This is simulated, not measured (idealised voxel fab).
process module | voxel capacitor over wiring
Displayed cross-section: cut, width of 165 nm, square cells sized 5 nm.
In what follows, cross-sections appear as grids of square cells, described through bands that run from the top down, where every band is one or more rows of cells. What a band's entry tells you: where the top is and where the bottom is, as heights in nm, and after that what lies inside, material by material from left to right, each with its width in nm. Empty space is written as the word "empty", and a single material marked with the word "full width" occupies the band from edge to edge. Note: height 0 marks the level under which the wafer is uniformly one material as received. Lowest band unbounded below, written "0 and below". You'd read "30->40" like this: the band's top row of cells is as wide as the first number, its bottom row is as wide as the second, and going down, every row changes width by the same amount as the row before did. The designation "no alteration", where it is given for a processing step, indicates that no cell of the cross-section was altered in the course of that step. Voids not open to the top, 8 cells minimum: see "Closed internal cavities". Written width x height at distance; distance is from the left edge; nm. Note: text after step settings on the step line = simulator remark on that step. overlay nm: right-of-plan distance of the mask on a masked step; negative values mean left-of-plan.

STEPS PLANNED FOR THE PROCESS
| 1 | RECEIVE with material Si |
| 2 | CONFORMAL_DEP with material SiO2, thk nm 15 |
| 3 | DIRECTIONAL_DEP with material TiN, thk nm 5 |
| 4 | DIRECTIONAL_DEP with material W, thk nm 15 |
| 5 | PATTERN with tone cover, mask id METAL_1, material resist, width nm 20, pitch nm 90, thk nm 20, overlay nm 0 |
| 6 | DIRECTIONAL_ETCH with etch materials W, depth nm 15 |
| 7 | DIRECTIONAL_ETCH with etch materials TiN, depth nm 5 |
| 8 | STRIP with etch materials resist |
| 9 | CONFORMAL_DEP with material SiN, thk nm 5 |
| 10 | FILL_DEP with material lowk, thk nm 5 |
| 11 | CMP with height nm 35 |
| 12 | CONFORMAL_DEP with material SiCN, thk nm 5 |
| 13 | DIRECTIONAL_DEP with material lowk, thk nm 10 |
| 14 | PATTERN with tone open, mask id PLUG_1, material resist, width nm 15, thk nm 15, overlay nm 0 |
| 15 | DIRECTIONAL_ETCH with etch materials lowk, depth nm 10 |
| 16 | DIRECTIONAL_ETCH with etch materials SiCN, depth nm 5 |
| 17 | STRIP with etch materials resist |
| 18 | CONFORMAL_DEP with material TiN, thk nm 5 |
| 19 | FILL_DEP with material Cu, thk nm 5 |
| 20 | CMP with height nm 50 |
| 21 | DIRECTIONAL_DEP with material TiN, thk nm 10 |
| 22 | DIRECTIONAL_DEP with material SiN, thk nm 5 |
| 23 | DIRECTIONAL_DEP with material TiN, thk nm 5 |
| 24 | MASKED_ETCH with tone cover, mask id UPPER_PLATE, width nm 65, etch materials TiN, depth nm 5, overlay nm 0 |
| 25 | MASKED_ETCH with tone cover, mask id UPPER_PLATE, width nm 65, etch materials SiN, depth nm 5, overlay nm 0 |
| 26 | DIRECTIONAL_DEP with material aC, thk nm 10 |
| 27 | PATTERN with tone cover, mask id LOWER_PLATE, material resist, width nm 75, thk nm 30, overlay nm 0 |
| 28 | DIRECTIONAL_ETCH with etch materials aC, depth nm 10 |
| 29 | STRIP with etch materials resist |
| 30 | DIRECTIONAL_ETCH with etch materials TiN, depth nm 10 |
| 31 | STRIP with etch materials aC |
| 32 | FILL_DEP with material SiO2, thk nm 20 |
| 33 | CMP with height nm 85 |
| 34 | DIRECTIONAL_DEP with material aC, thk nm 10 |
| 35 | PATTERN with tone open, mask id PLUG_2, material resist, width nm 15, thk nm 25, overlay nm 0 |
| 36 | DIRECTIONAL_ETCH with etch materials aC, depth nm 10 |
| 37 | STRIP with etch materials resist |
| 38 | DIRECTIONAL_ETCH with etch materials SiO2, depth nm 15 |
| 39 | STRIP with etch materials aC |
| 40 | CONFORMAL_DEP with material TiN, thk nm 5 |
| 41 | FILL_DEP with material Cu, thk nm 10 |
| 42 | CMP with height nm 85 |
| 43 | CONFORMAL_DEP with material SiN, thk nm 5 |
Wafer-to-wafer difference: width nm, step 5. Common start. Plan = first wafer's value.

RECEIVED WAFERS, FIRST OF SEVERAL: CROSS-SECTION AFTER STEP 1
0 and below | Si full width
Closed internal cavities: none

BELOW: A ROW PER WAFER. CONTENTS AT END OF MODULE: FOR EVERY MATERIAL, CELLS GAINED SINCE RECEIPT (+) OR LOST SINCE RECEIPT (-); THEN CLOSED VOIDS
width nm 20, +4 Cu, +30 SiCN, +83 SiN, +265 SiO2, +65 TiN, +24 W, +123 lowk, Closed internal cavities: none
width nm 25, +4 Cu, +30 SiCN, +81 SiN, +265 SiO2, +67 TiN, +30 W, +117 lowk, Closed internal cavities: none
width nm 30, +4 Cu, +30 SiCN, +79 SiN, +265 SiO2, +69 TiN, +36 W, +111 lowk, Closed internal cavities: none
width nm 35, +4 Cu, +30 SiCN, +77 SiN, +265 SiO2, +71 TiN, +42 W, +105 lowk, Closed internal cavities: none
width nm 40, +4 Cu, +30 SiCN, +75 SiN, +265 SiO2, +73 TiN, +48 W, +99 lowk, Closed internal cavities: none
width nm 45, +4 Cu, +30 SiCN, +73 SiN, +265 SiO2, +75 TiN, +54 W, +93 lowk, Closed internal cavities: none
